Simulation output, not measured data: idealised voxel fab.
The following process module bears the name voxel gate over fins.
Square cell edge 5 nm, section width 235 nm, ID cut.
Cross-section format: a grid of square cells, given as bands from top to bottom; each band is one or more rows of cells.
A band entry consists of two parts. The first gives the height of the band's top and the height of its bottom, in nm. The rest lists the band's materials from left to right, each with its width in nm. A single material labelled with the word "throughout" fills the band from edge to edge, and the word "empty" marks empty space.
The reference from which all heights are counted is 0, the level beneath which the as-received wafer is entirely one material; the lowest band, having no lower bound, proceeds downward and is written after the example "0 nm and below".
Note: "30..40" means the width goes from the first number (top row of the band) to the second number (bottom row) in equal steps per row of cells.
"nothing changed" -> step changed no cross-section cell.
For the entry "Voids, fully enclosed", the listed items are empty spaces with no open way to the top whose size is 8 cells or more; each item follows the pattern width x height at distance, where distance is from the left edge and all three are in nm.
If you see something after the settings on a step's line, that's the simulator's own remark about that step.
Steps that use a mask can have "overlay nm" on their line. It says how far the mask sat to the right of where it was meant to be. Negative means to the left.
-- Below is the list of planned process steps
| 1 | RECEIVE [material Si] |
| 2 | CONFORMAL_DEP [material SiN] [thk nm 5] |
| 3 | PATTERN [tone cover] [mask id FINS] [material resist] [width nm 15] [pitch nm 50] [thk nm 20] [overlay nm 0] |
| 4 | DIRECTIONAL_ETCH [etch materials SiN] [depth nm 5] |
| 5 | DIRECTIONAL_ETCH [etch materials Si] [depth nm 30] |
| 6 | STRIP [etch materials resist] |
| 7 | FILL_DEP [material SiO2] [thk nm 5] |
| 8 | CMP [height nm 5] |
| 9 | PATTERN [tone open] [mask id RAIL] [material resist] [width nm 15] [thk nm 20] [overlay nm 0] |
| 10 | DIRECTIONAL_ETCH [etch materials SiO2] [depth nm 30] |
| 11 | STRIP [etch materials resist] |
| 12 | CONFORMAL_DEP [material TiN] [thk nm 5] |
| 13 | FILL_DEP [material Ru] [thk nm 5] |
| 14 | CMP [height nm 5] |
| 15 | SELECTIVE_ETCH [etch materials W Ru TiN] [depth nm 20] |
| 16 | FILL_DEP [material SiO2] [thk nm 5] |
| 17 | CMP [height nm 5] |
| 18 | SELECTIVE_ETCH [etch materials SiO2] [depth nm 15] |
| 19 | STRIP [etch materials SiN] |
| 20 | CONFORMAL_DEP [material HfO2] [thk nm 5] |
| 21 | CONFORMAL_DEP [material TiN] [thk nm 5] |
| 22 | CONFORMAL_DEP [material TiAl] [thk nm 5] |
| 23 | CONFORMAL_DEP [material TiN] [thk nm 5] |
| 24 | FILL_DEP [material W] [thk nm 15] |
| 25 | CMP [height nm 30] |
| 26 | CONFORMAL_DEP [material SiN] [thk nm 10] |
-- Cross-section of the wafer as it came to us, i.e., already through step 1
* 0 nm and below | Si throughout
* Voids, fully enclosed: none
-- The first of two wafers, cross-sectioned at the end of the module, with the run proceeding as planned
* 40 nm to 30 nm | SiN throughout
* 30 nm to 20 nm | W throughout
* 20 nm to 15 nm | W: 65, TiN: 105, W: 65
* 15 nm to 10 nm | W: 65, TiN: 5, TiAl: 45, TiN: 5, TiAl: 45, TiN: 5, W: 65
* 10 nm to 5 nm | TiN: 70, TiAl: 5, TiN: 35, TiAl: 5, TiN: 5, TiAl: 5, TiN: 35, TiAl: 5, TiN: 70
* 5 nm to 0 nm | TiAl: 75, TiN: 5, HfO2: 25, TiN: 5, TiAl: 15, TiN: 5, HfO2: 25, TiN: 5, TiAl: 75
* 0 nm to -5 nm | TiN: 80, HfO2: 5, Si: 15, HfO2: 5, TiN: 25, HfO2: 5, Si: 15, HfO2: 5, TiN: 80
* -5 nm to -10 nm | HfO2: 85, Si: 15, HfO2: 35, Si: 15, HfO2: 85
* -10 nm to -15 nm | SiO2: 85, Si: 15, SiO2: 35, Si: 15, SiO2: 85
* -15 nm to -20 nm | SiO2: 85, Si: 15, SiO2: 10, TiN: 5, Ru: 5, TiN: 5, SiO2: 10, Si: 15, SiO2: 85
* -20 nm to -25 nm | SiO2: 85, Si: 15, SiO2: 10, TiN: 15, SiO2: 10, Si: 15, SiO2: 85
* -25 nm to -30 nm | SiO2: 85, Si: 15, SiO2: 35, Si: 15, SiO2: 85
* -30 nm and below | Si throughout
* Voids, fully enclosed: none
-- Wafer two (of two), end-of-module cross-section: start = wafer one, plan = wafer one, one run mistake
* 40 nm to 30 nm | SiN throughout
* 30 nm to 20 nm | W throughout
* 20 nm to 15 nm | W: 65, TiN: 105, W: 65
* 15 nm to 10 nm | W: 65, TiN: 5, TiAl: 45, TiN: 5, TiAl: 45, TiN: 5, W: 65
* 10 nm to 5 nm | TiN: 70, TiAl: 5, TiN: 35, TiAl: 5, TiN: 5, TiAl: 5, TiN: 35, TiAl: 5, TiN: 70
* 5 nm to 0 nm | TiAl: 75, TiN: 5, HfO2: 25, TiN: 5, TiAl: 15, TiN: 5, HfO2: 25, TiN: 5, TiAl: 75
* 0 nm to -5 nm | TiN: 80, HfO2: 5, Si: 15, HfO2: 5, TiN: 25, HfO2: 5, Si: 15, HfO2: 5, TiN: 80
* -5 nm to -10 nm | HfO2: 85, Si: 15, HfO2: 35, Si: 15, HfO2: 85
* -10 nm to -15 nm | SiO2: 85, Si: 15, SiO2: 35, Si: 15, SiO2: 85
* -15 nm to -20 nm | SiO2: 85, Si: 15, SiO2: 10, TiN: 5, Ru: 10, TiN: 5, SiO2: 5, Si: 15, SiO2: 85
* -20 nm to -25 nm | SiO2: 85, Si: 15, SiO2: 10, TiN: 20, SiO2: 5, Si: 15, SiO2: 85
* -25 nm to -30 nm | SiO2: 85, Si: 15, SiO2: 35, Si: 15, SiO2: 85
* -30 nm and below | Si throughout
* Voids, fully enclosed: none
Here's what went sideways: step 9, actual vs plan mismatch, actual run PATTERN [tone open] [mask id RAIL] [material resist] [width nm 20] [thk nm 20] [overlay nm 0]
Final wafer comparison in cells, second versus first, more or fewer per material: +1 Ru | -2 SiO2 | +1 TiN
